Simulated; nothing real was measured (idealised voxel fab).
The name of this process module is voxel double patterning.
The figure presents cross-section cut, which has a width of 195 nm and is divided into square cells with an edge length of 5 nm.
Heads up, the way a cross-section reads in here is a grid of square cells, handed over as bands from the top down, with every band being one or more rows of cells.
The band entry comprises the height of the band's top followed by the height of its bottom, expressed in nm, and subsequently the band's materials from left to right, each stated together with its width in nm. Where a single material is marked with the word "edge to edge", that material fills the band from edge to edge. The word "air" represents empty space.
A quick word on heights: they are counted from 0, and under that level the wafer as it came to us is one material throughout. The lowest band is different from the rest in having no bottom; it simply continues downward, written as in "from 0 down".
Top row gets the first number, bottom row gets the second, and each row in between changes by the same step: that is how a band width like "30 to 40" works.
Basically "changes: none" means that step didn't change any cell in the cross-section.
Empty spaces counting at least 8 cells and having no open way to the top are listed in "Closed internal cavities". The notation width x height at distance is used for each, the distance being from the left edge and all three values in nm.
Anything after a step's settings on that line? It's the simulator's own note about the step.
overlay nm: step with mask; distance mask lay right of planned place; negative value = left of planned place.
### Planned step list for the process
step 1: op RECEIVE | material Si
step 2: op CONFORMAL_DEP | material SiO2 | thk nm 5
step 3: op DIRECTIONAL_DEP | material polySi | thk nm 10
step 4: op DIRECTIONAL_DEP | material SiCN | thk nm 10
step 5: op MASKED_ETCH | tone open | mask id FIRST | width nm 15 | pitch nm 50 | etch materials SiCN | depth nm 10 | overlay nm 0
step 6: op PATTERN | tone open | mask id SECOND | material resist | width nm 15 | thk nm 15 | overlay nm 0
step 7: op DIRECTIONAL_ETCH | etch materials SiCN | depth nm 10
step 8: op STRIP | etch materials resist
step 9: op DIRECTIONAL_ETCH | etch materials polySi | depth nm 10
step 10: op STRIP | etch materials SiCN
### Incoming wafer in cross-section (state: after step 1)
from 0 down  Si edge to edge
Closed internal cavities: none
### First of two wafers, end-of-module section, run followed plan
from 15 to 5  polySi 65 nm, then air 15 nm, then polySi 10 nm, then air 15 nm, then polySi 10 nm, then air 15 nm, then polySi 65 nm
from 5 to 0  SiO2 edge to edge
from 0 down  Si edge to edge
Closed internal cavities: none
### Wafer two, sectioned after the module: the first wafer's start, the first wafer's plan, and one mistake in how it was run
from 15 to 5  polySi 65 nm, then air 20 nm, then polySi 5 nm, then air 15 nm, then polySi 10 nm, then air 20 nm, then polySi 60 nm
from 5 to 0  SiO2 edge to edge
from 0 down  Si edge to edge
Closed internal cavities: none
What was the processing mistake? step 5 changed vs plan, executed as op MASKED_ETCH | tone open | mask id FIRST | width nm 20 | pitch nm 50 | etch materials SiCN | depth nm 10 | overlay nm 0
Final comparison by cell count, materials where the second wafer has more or fewer than the first: polySi: 4 fewer
